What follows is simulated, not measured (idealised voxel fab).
process module | voxel self aligned vias
cross-section cut | 245 nm wide | cells 5 nm
A cross-section is a grid of square cells, given in bands from the top down. A band is one or more rows of cells.
Each band's line starts with the height of the band's top and of its bottom, in nm. Then come its materials from left to right, each with its width in nm. One material with "throughout" fills the band from edge to edge. "air" is empty space.
Height 0 is the level under which the wafer as received is all one material. The lowest band goes on downwards, as in "0 down".
A width such as "30 to 40" changes by the same amount from each row of cells to the next, from the band's top row to its bottom row.
"no change" after a step means that no cell of the cross-section changed.
closed voids: empty space of 8 cells or more with no open way to the top, each as width x height at its distance from the left edge, in nm
after a step's settings: what the simulator itself notes on the step
overlay nm, on a step with a mask: how far to the right of its planned place the mask lay; to the left if negative
plan
1 op RECEIVE | material Si
2 op CONFORMAL_DEP | material SiO2 | thk nm 15
3 op CONFORMAL_DEP | material SiCN | thk nm 5
4 op DIRECTIONAL_DEP | material SiO2 | thk nm 25
5 op MASKED_ETCH | tone open | mask id LINES | width nm 25 | pitch nm 65 | etch materials SiO2 | depth nm 25 | overlay nm 0
6 op CONFORMAL_DEP | material TiN | thk nm 5
7 op FILL_DEP | material Ru | thk nm 5
8 op CMP | height nm 45
9 op SELECTIVE_ETCH | etch materials W Ru TiN | depth nm 5
10 op FILL_DEP | material SiN | thk nm 5
11 op CMP | height nm 45
12 op DIRECTIONAL_DEP | material SiO2 | thk nm 15
13 op DIRECTIONAL_DEP | material aC | thk nm 10
14 op PATTERN | tone open | mask id VIAS | material resist | width nm 45 | pitch nm 130 | thk nm 25 | overlay nm 0
15 op DIRECTIONAL_ETCH | etch materials aC | depth nm 10
16 op STRIP | etch materials resist
17 op DIRECTIONAL_ETCH | etch materials SiO2 | depth nm 15
18 op DIRECTIONAL_ETCH | etch materials SiN | depth nm 5
19 op STRIP | etch materials aC
20 op CONFORMAL_DEP | material TiN | thk nm 5
21 op FILL_DEP | material Ru | thk nm 10
22 op CMP | height nm 60
23 op CONFORMAL_DEP | material SiN | thk nm 5
as received, after step 1
  0 down: Si throughout
  closed voids: none
a wafer at the end: this start, this plan, one mistake
  65 to 60: SiN throughout
  60 to 50: SiO2 35 | TiN 5 | Ru 35 | TiN 5 | SiO2 85 | TiN 5 | Ru 35 | TiN 5 | SiO2 35
  50 to 45: SiO2 35 | TiN 45 | SiO2 85 | TiN 45 | SiO2 35
  45 to 40: SiCN throughout
  40 to 0: SiO2 throughout
  0 down: Si throughout
  closed voids: none
what went wrong: steps 3 and 4 were swapped
